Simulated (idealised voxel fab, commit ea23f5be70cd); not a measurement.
Process module, titled voxel self aligned contacts
This is section cut - it's 300 nm across, gridded in 5 nm square cells.
How to read a cross-section here: the picture is a grid of square cells, written as bands going from the top down, and any band can span one or more rows of cells. Look at the band entry: it leads with the top's height and the bottom's height in nm. Then it lists the materials left to right, with a width in nm for each. The word "all across" on a single material says that material fills the band edge to edge. The word "blank" is empty space. Counting heights begins at 0, where everything beneath is, in the wafer as received, one material. The lowest band has no bottom; it goes on downwards, as "z 0 and below" shows. Width "30->40": first value at the band's top row of cells, second value at its bottom row, equal change from row to row. Any step labelled "all unchanged" changed none of the cells in the cross-section. Closed empty spaces (no open way to the top) of 8 cells or more are what "Closed-off voids" lists, each as width x height at distance from the left edge, nm for all three. Where a step's line continues beyond its settings, the continuation is a remark by the simulator itself on that step. For masked steps, "overlay nm" on the step line gives how far right of plan the mask actually lay; a minus sign means it lay to the left.

The process steps that were planned are listed below
1,RECEIVE,material Si
2,OXIDIZE,depth nm 5
3,DIRECTIONAL_DEP,material polySi,thk nm 25
4,DIRECTIONAL_DEP,material SiN,thk nm 25
5,PATTERN,tone cover,mask id GATE,material resist,width nm 25,pitch nm 65,thk nm 15,overlay nm 0
6,DIRECTIONAL_ETCH,etch materials SiN,depth nm 25
7,DIRECTIONAL_ETCH,etch materials polySi,depth nm 25
8,STRIP,etch materials resist
9,CONFORMAL_DEP,material SiN,thk nm 10
10,DIRECTIONAL_ETCH,etch materials SiN,depth nm 10
11,FILL_DEP,material SiO2,thk nm 15
12,CMP,height nm 60
13,MASKED_ETCH,tone open,mask id CONTACT,width nm 50,etch materials SiO2,depth nm 65,overlay nm 0
14,CONFORMAL_DEP,material TiN,thk nm 5
15,FILL_DEP,material Ru,thk nm 5
16,CMP,height nm 60
17,CONFORMAL_DEP,material SiCN,thk nm 5

The following pertains to the first of two wafers, which was processed as planned

Cross-section of the wafer as it came to us, i.e., already through step 1
> z 0 and below: Si all across
> Closed-off voids: none

The wafer in cross-section once step 2 is complete
> z 0 to -5: SiO2 all across
> Rest of section, below -5: as before.

The wafer in cross-section once step 3 is complete
> z 25 to 0: polySi all across
> Rest of section, below 0: as before.

The wafer in cross-section once step 4 is complete
> z 50 to 25: SiN all across
> Rest of section, below 25: as before.

The wafer in cross-section once step 5 is complete
> z 65 to 50: blank 105 nm  resist 25 nm  blank 40 nm  resist 25 nm  blank 105 nm
> Rest of section, below 50: as before.

The wafer in cross-section once step 6 is complete
> z 65 to 50: blank 105 nm  resist 25 nm  blank 40 nm  resist 25 nm  blank 105 nm
> z 50 to 25: blank 105 nm  SiN 25 nm  blank 40 nm  SiN 25 nm  blank 105 nm
> Rest of section, below 25: as before.

The wafer in cross-section once step 7 is complete
> z 65 to 50: blank 105 nm  resist 25 nm  blank 40 nm  resist 25 nm  blank 105 nm
> z 50 to 25: blank 105 nm  SiN 25 nm  blank 40 nm  SiN 25 nm  blank 105 nm
> z 25 to 0: blank 105 nm  polySi 25 nm  blank 40 nm  polySi 25 nm  blank 105 nm
> Rest of section, below 0: as before.

The wafer in cross-section once step 8 is complete
> z 50 to 25: blank 105 nm  SiN 25 nm  blank 40 nm  SiN 25 nm  blank 105 nm
> Rest of section, below 25: as before.

The wafer in cross-section once step 9 is complete
> z 60 to 25: blank 95 nm  SiN 45 nm  blank 20 nm  SiN 45 nm  blank 95 nm
> z 25 to 10: blank 95 nm  SiN 10 nm  polySi 25 nm  SiN 10 nm  blank 20 nm  SiN 10 nm  polySi 25 nm  SiN 10 nm  blank 95 nm
> z 10 to 0: SiN 105 nm  polySi 25 nm  SiN 40 nm  polySi 25 nm  SiN 105 nm
> Rest of section, below 0: as before.

The wafer in cross-section once step 10 is complete
> z 50 to 25: blank 95 nm  SiN 45 nm  blank 20 nm  SiN 45 nm  blank 95 nm
> z 25 to 0: blank 95 nm  SiN 10 nm  polySi 25 nm  SiN 10 nm  blank 20 nm  SiN 10 nm  polySi 25 nm  SiN 10 nm  blank 95 nm
> Rest of section, below 0: as before.

The wafer in cross-section once step 11 is complete
> z 65 to 50: SiO2 all across
> z 50 to 25: SiO2 95 nm  SiN 45 nm  SiO2 20 nm  SiN 45 nm  SiO2 95 nm
> z 25 to 0: SiO2 95 nm  SiN 10 nm  polySi 25 nm  SiN 10 nm  SiO2 20 nm  SiN 10 nm  polySi 25 nm  SiN 10 nm  SiO2 95 nm
> Rest of section, below 0: as before.

The wafer in cross-section once step 12 is complete
> z 60 to 50: SiO2 all across
> Rest of section, below 50: as before.

The wafer in cross-section once step 13 is complete
> z 60 to 50: SiO2 125 nm  blank 50 nm  SiO2 125 nm
> z 50 to 25: SiO2 95 nm  SiN 45 nm  blank 20 nm  SiN 45 nm  SiO2 95 nm
> z 25 to 0: SiO2 95 nm  SiN 10 nm  polySi 25 nm  SiN 10 nm  blank 20 nm  SiN 10 nm  polySi 25 nm  SiN 10 nm  SiO2 95 nm
> z 0 to -5: SiO2 140 nm  blank 20 nm  SiO2 140 nm
> Rest of section, below -5: as before.

The wafer in cross-section once step 14 is complete
> z 65 to 60: TiN 130 nm  blank 40 nm  TiN 130 nm
> z 60 to 50: SiO2 125 nm  TiN 5->20 nm  blank 40->10 nm  TiN 5->20 nm  SiO2 125 nm
> z 50 to 25: SiO2 95 nm  SiN 45 nm  TiN 5 nm  blank 10 nm  TiN 5 nm  SiN 45 nm  SiO2 95 nm
> z 25 to 0: SiO2 95 nm  SiN 10 nm  polySi 25 nm  SiN 10 nm  TiN 5 nm  blank 10 nm  TiN 5 nm  SiN 10 nm  polySi 25 nm  SiN 10 nm  SiO2 95 nm
> z 0 to -5: SiO2 140 nm  TiN 20 nm  SiO2 140 nm
> Rest of section, below -5: as before.

The wafer in cross-section once step 15 is complete
> z 70 to 65: Ru all across
> z 65 to 60: TiN 130 nm  Ru 40 nm  TiN 130 nm
> z 60 to 50: SiO2 125 nm  TiN 5->20 nm  Ru 40->10 nm  TiN 5->20 nm  SiO2 125 nm
> z 50 to 25: SiO2 95 nm  SiN 45 nm  TiN 5 nm  Ru 10 nm  TiN 5 nm  SiN 45 nm  SiO2 95 nm
> z 25 to 0: SiO2 95 nm  SiN 10 nm  polySi 25 nm  SiN 10 nm  TiN 5 nm  Ru 10 nm  TiN 5 nm  SiN 10 nm  polySi 25 nm  SiN 10 nm  SiO2 95 nm
> Rest of section, below 0: as before.

The wafer in cross-section once step 16 is complete
> z 60 to 50: SiO2 125 nm  TiN 5->20 nm  Ru 40->10 nm  TiN 5->20 nm  SiO2 125 nm
> Rest of section, below 50: as before.

The wafer in cross-section once step 17 is complete
> z 65 to 60: SiCN all across
> Rest of section, below 60: as before.

Regarding the second of the two wafers: it shared the first wafer's starting condition and process plan, yet one error occurred during its execution. Its history coincides with that of the first wafer up to and including step 3

Second wafer: cross-section at the scheduled end of step 4
> z 50 to 25: TiN all across
> Rest of section, below 25: as before.

Second wafer: cross-section at the scheduled end of step 5
> z 65 to 50: blank 105 nm  resist 25 nm  blank 40 nm  resist 25 nm  blank 105 nm
> Rest of section, below 50: as before.

Second wafer: cross-section at the scheduled end of step 6: all unchanged

Second wafer: cross-section at the scheduled end of step 7: all unchanged

Second wafer: cross-section at the scheduled end of step 8
> z 50 to 25: TiN all across
> Rest of section, below 25: as before.

Second wafer: cross-section at the scheduled end of step 9
> z 60 to 50: SiN all across
> Rest of section, below 50: as before.

Second wafer: cross-section at the scheduled end of step 10
> z 50 to 25: TiN all across
> Rest of section, below 25: as before.

Second wafer: cross-section at the scheduled end of step 11
> z 65 to 50: SiO2 all across
> Rest of section, below 50: as before.

Second wafer: cross-section at the scheduled end of step 12
> z 60 to 50: SiO2 all across
> Rest of section, below 50: as before.

Second wafer: cross-section at the scheduled end of step 13
> z 60 to 50: SiO2 125 nm  blank 50 nm  SiO2 125 nm
> Rest of section, below 50: as before.

Second wafer: cross-section at the scheduled end of step 14
> z 65 to 60: TiN 130 nm  blank 40 nm  TiN 130 nm
> z 60 to 55: SiO2 125 nm  TiN 5 nm  blank 40 nm  TiN 5 nm  SiO2 125 nm
> z 55 to 50: SiO2 125 nm  TiN 50 nm  SiO2 125 nm
> Rest of section, below 50: as before.

Second wafer: cross-section at the scheduled end of step 15
> z 70 to 65: Ru all across
> z 65 to 60: TiN 130 nm  Ru 40 nm  TiN 130 nm
> z 60 to 55: SiO2 125 nm  TiN 5 nm  Ru 40 nm  TiN 5 nm  SiO2 125 nm
> Rest of section, below 55: as before.

Second wafer: cross-section at the scheduled end of step 16
> z 60 to 55: SiO2 125 nm  TiN 5 nm  Ru 40 nm  TiN 5 nm  SiO2 125 nm
> Rest of section, below 55: as before.

Second wafer: cross-section at the scheduled end of step 17
> z 65 to 60: SiCN all across
> Rest of section, below 60: as before.
Which mistake was made when the wafer was run? step 4 ran as: DIRECTIONAL_DEP,material TiN,thk nm 25
Bottom line after processing is that, in cells, the second wafer is up or down on some materials versus the first: 22 fewer of Ru, 130 fewer of SiN, 376 fewer of SiO2, 278 more of TiN, 250 more of polySi
